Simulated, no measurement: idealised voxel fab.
The document below concerns the process module designated voxel fin reveal.
The figure presents cross-section cut, which has a width of 210 nm and is divided into square cells with an edge length of 5 nm.
In this document a cross-section is written as a grid of square cells. It is given as a series of bands, listed from the top down, and a band is one or more rows of cells. Heights first: top, then bottom, in nm. Then materials, left to right, each with a width in nm. "everywhere" on a single material: fills the band edge to edge. "empty": empty space. Counting heights begins at 0, where everything beneath is, in the wafer as received, one material. The lowest band has no bottom; it goes on downwards, as "0 -> down" shows. Per-row width for "30 to 40": begins at first number (top row of band), ends at second number (bottom row), increment between rows held constant. No cell of the cross-section changed in a step that is given as "remains unaltered". Entry "Catalogued sealed voids" = empty spaces >= 8 cells with no open way to the top; each as width x height at distance, distance from left edge, all nm. Anything after a step's settings on that line? It's the simulator's own note about the step. overlay nm, on a step with a mask: how far to the right of its planned place the mask lay; to the left if negative.

Process steps foreseen in the plan:
1: RECEIVE with material Si
2: CONFORMAL_DEP with material SiN, thk nm 10
3: DIRECTIONAL_DEP with material aC, thk nm 15
4: PATTERN with tone cover, mask id FINS, material resist, width nm 15, pitch nm 40, thk nm 30, overlay nm 0
5: DIRECTIONAL_ETCH with etch materials aC, depth nm 15
6: STRIP with etch materials resist
7: DIRECTIONAL_ETCH with etch materials SiN, depth nm 10
8: DIRECTIONAL_ETCH with etch materials Si, depth nm 30
9: STRIP with etch materials aC
10: FILL_DEP with material SiO2, thk nm 15
11: CMP with height nm 10
12: SELECTIVE_ETCH with etch materials SiO2, depth nm 30
13: STRIP with etch materials SiN
14: CONFORMAL_DEP with material HfO2, thk nm 5

So this is the incoming wafer in cross-section - it's already been through step 1:
	0 -> down: Si everywhere
	Catalogued sealed voids: none

End state of the module in cross-section, given the above starting point and plan and one mistake in execution:
	5 -> 0: empty 70 nm / HfO2 25 nm / empty 15 nm / HfO2 25 nm / empty 75 nm
	0 -> -15: empty 70 nm / HfO2 5 nm / Si 15 nm / HfO2 5 nm / empty 15 nm / HfO2 5 nm / Si 15 nm / HfO2 5 nm / empty 75 nm
	-15 -> -20: HfO2 50 nm / empty 20 nm / HfO2 5 nm / Si 15 nm / HfO2 5 nm / empty 15 nm / HfO2 5 nm / Si 15 nm / HfO2 5 nm / empty 20 nm / HfO2 55 nm
	-20 -> -25: SiO2 45 nm / HfO2 5 nm / empty 20 nm / HfO2 5 nm / Si 15 nm / HfO2 5 nm / empty 15 nm / HfO2 5 nm / Si 15 nm / HfO2 5 nm / empty 20 nm / HfO2 5 nm / SiO2 50 nm
	-25 -> -30: SiO2 45 nm / HfO2 30 nm / Si 15 nm / HfO2 25 nm / Si 15 nm / HfO2 30 nm / SiO2 50 nm
	-30 -> down: Si everywhere
	Catalogued sealed voids: none
Against the plan, the run slipped here: order of steps 12 and 13 inverted relative to the plan
